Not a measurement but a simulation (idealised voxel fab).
process module | voxel lift off
cross-section cut | 190 nm wide | cells 5 nm
A cross-section is a grid of square cells, given in bands from the top down. A band is one or more rows of cells.
Each band's line starts with the height of the band's top and of its bottom, in nm. Then come its materials from left to right, each with its width in nm. One material with "throughout" fills the band from edge to edge. "air" is empty space.
Height 0 is the level under which the wafer as received is all one material. The lowest band goes on downwards, as in "0 down".
A width such as "30 to 40" changes by the same amount from each row of cells to the next, from the band's top row to its bottom row.
"no change" after a step means that no cell of the cross-section changed.
closed voids: empty space of 8 cells or more with no open way to the top, each as width x height at its distance from the left edge, in nm
after a step's settings: what the simulator itself notes on the step
overlay nm, on a step with a mask: how far to the right of its planned place the mask lay; to the left if negative
plan
1 op RECEIVE | material Si
2 op CONFORMAL_DEP | material Al2O3 | thk nm 15
3 op PATTERN | tone open | mask id LINES | material resist | width nm 20 | pitch nm 45 | thk nm 30 | overlay nm 0
4 op DIRECTIONAL_DEP | material Ru | thk nm 15
5 op STRIP | etch materials resist
6 op CONFORMAL_DEP | material SiCN | thk nm 10
as received, after step 1
  0 down: Si throughout
  closed voids: none
a wafer at the end: this start, this plan, one mistake
  55 to 45: air 5 | SiCN 40 | air 5 | SiCN 40 | air 5 | SiCN 40 | air 5 | SiCN 40 | air 10
  45 to 40: air 5 | SiCN 10 | Ru 20 | SiCN 10 | air 5 | SiCN 10 | Ru 20 | SiCN 10 | air 5 | SiCN 10 | Ru 20 | SiCN 10 | air 5 | SiCN 10 | Ru 20 | SiCN 10 | air 10
  40 to 30: SiCN 15 | Ru 20 | SiCN 25 | Ru 20 | SiCN 25 | Ru 20 | SiCN 25 | Ru 20 | SiCN 20
  30 to 0: Al2O3 throughout
  0 down: Si throughout
  closed voids: none
what went wrong: step 2 was run twice
